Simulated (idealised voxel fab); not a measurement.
process module | voxel air gaps
cross-section cut | 285 nm wide | cells 5 nm
A cross-section is a grid of square cells, given in bands from the top down. A band is one or more rows of cells.
Each band's line starts with the height of the band's top and of its bottom, in nm. Then come its materials from left to right, each with its width in nm. One material with "throughout" fills the band from edge to edge. "air" is empty space.
Height 0 is the level under which the wafer as received is all one material. The lowest band goes on downwards, as in "0 down".
A width such as "30 to 40" changes by the same amount from each row of cells to the next, from the band's top row to its bottom row.
"no change" after a step means that no cell of the cross-section changed.
closed voids: empty space of 8 cells or more with no open way to the top, each as width x height at its distance from the left edge, in nm
after a step's settings: what the simulator itself notes on the step
overlay nm, on a step with a mask: how far to the right of its planned place the mask lay; to the left if negative
plan
1 op RECEIVE | material Si
2 op CONFORMAL_DEP | material SiO2 | thk nm 10
3 op CONFORMAL_DEP | material SiN | thk nm 5
4 op DIRECTIONAL_DEP | material SiO2 | thk nm 40
5 op DIRECTIONAL_DEP | material aC | thk nm 10
6 op PATTERN | tone open | mask id LINES | material resist | width nm 25 | pitch nm 50 | thk nm 30 | overlay nm 0
7 op DIRECTIONAL_ETCH | etch materials aC | depth nm 10
8 op STRIP | etch materials resist
9 op DIRECTIONAL_ETCH | etch materials SiO2 | depth nm 40
10 op STRIP | etch materials aC
11 op CONFORMAL_DEP | material TiN | thk nm 5
12 op FILL_DEP | material W | thk nm 10
13 op CMP | height nm 55
14 op EPI | material Ru | thk nm 10
15 op SELECTIVE_ETCH | etch materials SiO2 | depth nm 50
16 op CONFORMAL_DEP | material SiN | thk nm 5
first wafer, as planned
as received, after step 1
  0 down: Si throughout
  closed voids: none
after step 2
  10 to 0: SiO2 throughout
  below 0: unchanged
after step 3
  15 to 10: SiN throughout
  below 10: unchanged
after step 4
  55 to 15: SiO2 throughout
  below 15: unchanged
after step 5
  65 to 55: aC throughout
  below 55: unchanged
after step 6
  95 to 65: resist 80 | air 25 | resist 25 | air 25 | resist 25 | air 25 | resist 80
  below 65: unchanged
after step 7
  85 to 65: resist 80 | air 25 | resist 25 | air 25 | resist 25 | air 25 | resist 80
  65 to 55: aC 80 | air 25 | aC 25 | air 25 | aC 25 | air 25 | aC 80
  below 55: unchanged
after step 8
  65 to 55: aC 80 | air 25 | aC 25 | air 25 | aC 25 | air 25 | aC 80
  below 55: unchanged
after step 9
  65 to 55: aC 80 | air 25 | aC 25 | air 25 | aC 25 | air 25 | aC 80
  55 to 15: SiO2 80 | air 25 | SiO2 25 | air 25 | SiO2 25 | air 25 | SiO2 80
  below 15: unchanged
after step 10
  55 to 15: SiO2 80 | air 25 | SiO2 25 | air 25 | SiO2 25 | air 25 | SiO2 80
  below 15: unchanged
after step 11
  60 to 55: TiN 85 | air 15 | TiN 35 | air 15 | TiN 35 | air 15 | TiN 85
  55 to 20: SiO2 80 | TiN 5 | air 15 | TiN 5 | SiO2 25 | TiN 5 | air 15 | TiN 5 | SiO2 25 | TiN 5 | air 15 | TiN 5 | SiO2 80
  20 to 15: SiO2 80 | TiN 25 | SiO2 25 | TiN 25 | SiO2 25 | TiN 25 | SiO2 80
  below 15: unchanged
after step 12
  70 to 60: W throughout
  60 to 55: TiN 85 | W 15 | TiN 35 | W 15 | TiN 35 | W 15 | TiN 85
  55 to 20: SiO2 80 | TiN 5 | W 15 | TiN 5 | SiO2 25 | TiN 5 | W 15 | TiN 5 | SiO2 25 | TiN 5 | W 15 | TiN 5 | SiO2 80
  below 20: unchanged
after step 13
  55 to 20: SiO2 80 | TiN 5 | W 15 | TiN 5 | SiO2 25 | TiN 5 | W 15 | TiN 5 | SiO2 25 | TiN 5 | W 15 | TiN 5 | SiO2 80
  below 20: unchanged
after step 14
  65 to 55: air 70 | Ru 45 | air 5 | Ru 45 | air 5 | Ru 45 | air 70
  below 55: unchanged
after step 15
  65 to 55: air 70 | Ru 45 | air 5 | Ru 45 | air 5 | Ru 45 | air 70
  55 to 20: air 80 | TiN 5 | W 15 | TiN 5 | air 25 | TiN 5 | W 15 | TiN 5 | air 25 | TiN 5 | W 15 | TiN 5 | air 80
  20 to 15: air 80 | TiN 25 | air 25 | TiN 25 | air 25 | TiN 25 | air 80
  below 15: unchanged
after step 16
  70 to 65: air 65 | SiN 155 | air 65
  65 to 55: air 65 | SiN 5 | Ru 45 | SiN 5 | Ru 45 | SiN 5 | Ru 45 | SiN 5 | air 65
  55 to 50: air 65 | SiN 15 | TiN 5 | W 15 | TiN 5 | SiN 25 | TiN 5 | W 15 | TiN 5 | SiN 25 | TiN 5 | W 15 | TiN 5 | SiN 15 | air 65
  50 to 20: air 75 | SiN 5 | TiN 5 | W 15 | TiN 5 | SiN 5 | air 15 | SiN 5 | TiN 5 | W 15 | TiN 5 | SiN 5 | air 15 | SiN 5 | TiN 5 | W 15 | TiN 5 | SiN 5 | air 75
  20 to 15: SiN 80 | TiN 25 | SiN 25 | TiN 25 | SiN 25 | TiN 25 | SiN 80
  below 15: unchanged
  closed voids: 15 x 30 at 110; 15 x 30 at 160
second wafer: like start, like plan, one mistake. Through step 5 it matches the first wafer
when step 6 should have ended
  95 to 65: air 80 | resist 25 | air 25 | resist 25 | air 25 | resist 25 | air 80
  below 65: unchanged
when step 7 should have ended
  85 to 65: air 80 | resist 25 | air 25 | resist 25 | air 25 | resist 25 | air 80
  65 to 55: air 80 | aC 25 | air 25 | aC 25 | air 25 | aC 25 | air 80
  below 55: unchanged
when step 8 should have ended
  65 to 55: air 80 | aC 25 | air 25 | aC 25 | air 25 | aC 25 | air 80
  below 55: unchanged
when step 9 should have ended
  65 to 55: air 80 | aC 25 | air 25 | aC 25 | air 25 | aC 25 | air 80
  55 to 15: air 80 | SiO2 25 | air 25 | SiO2 25 | air 25 | SiO2 25 | air 80
  below 15: unchanged
when step 10 should have ended
  55 to 15: air 80 | SiO2 25 | air 25 | SiO2 25 | air 25 | SiO2 25 | air 80
  below 15: unchanged
when step 11 should have ended
  60 to 55: air 75 | TiN 35 | air 15 | TiN 35 | air 15 | TiN 35 | air 75
  55 to 20: air 75 | TiN 5 | SiO2 25 | TiN 5 | air 15 | TiN 5 | SiO2 25 | TiN 5 | air 15 | TiN 5 | SiO2 25 | TiN 5 | air 75
  20 to 15: TiN 80 | SiO2 25 | TiN 25 | SiO2 25 | TiN 25 | SiO2 25 | TiN 80
  below 15: unchanged
when step 12 should have ended
  70 to 60: W throughout
  60 to 55: W 75 | TiN 35 | W 15 | TiN 35 | W 15 | TiN 35 | W 75
  55 to 20: W 75 | TiN 5 | SiO2 25 | TiN 5 | W 15 | TiN 5 | SiO2 25 | TiN 5 | W 15 | TiN 5 | SiO2 25 | TiN 5 | W 75
  below 20: unchanged
when step 13 should have ended
  55 to 20: W 75 | TiN 5 | SiO2 25 | TiN 5 | W 15 | TiN 5 | SiO2 25 | TiN 5 | W 15 | TiN 5 | SiO2 25 | TiN 5 | W 75
  below 20: unchanged
when step 14 should have ended
  65 to 55: Ru 90 | air 5 | Ru 45 | air 5 | Ru 45 | air 5 | Ru 90
  below 55: unchanged
when step 15 should have ended
  65 to 55: Ru 90 | air 5 | Ru 45 | air 5 | Ru 45 | air 5 | Ru 90
  55 to 20: W 75 | TiN 5 | air 25 | TiN 5 | W 15 | TiN 5 | air 25 | TiN 5 | W 15 | TiN 5 | air 25 | TiN 5 | W 75
  20 to 15: TiN 80 | air 25 | TiN 25 | air 25 | TiN 25 | air 25 | TiN 80
  below 15: unchanged
when step 16 should have ended
  70 to 65: SiN throughout
  65 to 55: Ru 90 | SiN 5 | Ru 45 | SiN 5 | Ru 45 | SiN 5 | Ru 90
  55 to 50: W 75 | TiN 5 | SiN 25 | TiN 5 | W 15 | TiN 5 | SiN 25 | TiN 5 | W 15 | TiN 5 | SiN 25 | TiN 5 | W 75
  50 to 20: W 75 | TiN 5 | SiN 5 | air 15 | SiN 5 | TiN 5 | W 15 | TiN 5 | SiN 5 | air 15 | SiN 5 | TiN 5 | W 15 | TiN 5 | SiN 5 | air 15 | SiN 5 | TiN 5 | W 75
  20 to 15: TiN 80 | SiN 25 | TiN 25 | SiN 25 | TiN 25 | SiN 25 | TiN 80
  below 15: unchanged
  closed voids: 15 x 30 at 85; 15 x 30 at 135; 15 x 30 at 185
what went wrong: step 6 ran as: op PATTERN | tone cover | mask id LINES | material resist | width nm 25 | pitch nm 50 | thk nm 30 | overlay nm 0
at the end the second wafer has, in cells: 54 more of Ru | 4 fewer of SiN | 27 more of TiN | 189 more of W
closed voids at the end (first wafer, second wafer): 2, 3
